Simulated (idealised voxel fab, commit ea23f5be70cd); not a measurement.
You're looking at the process module voxel air gaps.
FYI the section here is cut, 155 nm wide, cells are 5 nm squares.
Each cross-section below is a grid of square cells, stated as bands in top-down order, with one or more rows of cells making up each band.
For a band, the entry starts with two heights in nm, that of the top and then that of the bottom, and carries on with the band's materials in order from left to right, each alongside its width in nm; the word "edge to edge" beside a single material means it fills the band edge to edge, and "empty" means empty space.
Heights are expressed relative to 0, this being the level below which the as-received wafer comprises one material exclusively. The lowest band is unbounded in the downward direction and is denoted as in "z 0 and below".
The two numbers in a width such as "30 to 40" mark its ends across the band: the first belongs to the top row of cells, the second to the bottom row, and from each row to the next the width moves by the same amount.
No cell of the cross-section changed in a step that is given as "no alterations made".
Under "Internal closed voids" you'll find the enclosed gaps, the ones with no way out to the top, that are 8 cells or bigger; each reads width x height at distance, with distance counted from the left edge, everything in nm.
That trailing text on a step's line, after the settings, is the simulator's own remark on the step.
The "overlay nm" setting may appear on a step's line; for a step that uses a mask, it gives how far to the right of its planned position the mask lay, and a negative value indicates the left.
Planned step list for the process
1) RECEIVE: material Si
2) CONFORMAL_DEP: material SiO2, thk nm 15
3) CONFORMAL_DEP: material SiN, thk nm 5
4) DIRECTIONAL_DEP: material lowk, thk nm 35
5) DIRECTIONAL_DEP: material aC, thk nm 10
6) PATTERN: tone open, mask id LINES, material resist, width nm 15, pitch nm 40, thk nm 30, overlay nm 0
7) DIRECTIONAL_ETCH: etch materials aC, depth nm 10
8) STRIP: etch materials resist
9) DIRECTIONAL_ETCH: etch materials lowk, depth nm 35
10) STRIP: etch materials aC
11) CONFORMAL_DEP: material TiN, thk nm 5
12) FILL_DEP: material Ru, thk nm 5
13) CMP: height nm 55
14) EPI: material Ru, thk nm 10
15) SELECTIVE_ETCH: etch materials lowk, depth nm 45
16) CONFORMAL_DEP: material SiN, thk nm 5
Step 1 complete: cross-section of the wafer as received
	z 0 and below  Si edge to edge
	Internal closed voids: none
Look at the cross-section after the module: the wafer started out the way shown above and the plan was the one shown above, yet one mistake was made along the way
	z 70 to 65  SiN edge to edge
	z 65 to 55  Ru edge to edge
	z 55 to 25  Ru (25) | TiN (5) | lowk (15) | TiN (5) | Ru (15) | TiN (5) | lowk (15) | TiN (5) | Ru (15) | TiN (5) | lowk (15) | TiN (5) | Ru (25)
	z 25 to 20  TiN (30) | lowk (15) | TiN (25) | lowk (15) | TiN (25) | lowk (15) | TiN (30)
	z 20 to 15  SiN edge to edge
	z 15 to 0  SiO2 edge to edge
	z 0 and below  Si edge to edge
	Internal closed voids: none
In executing the process, a mistake was made relative to the plan: step 6 was run on a setting that differed from the plan, and what really ran there is PATTERN: tone cover, mask id LINES, material resist, width nm 15, pitch nm 40, thk nm 30, overlay nm 0
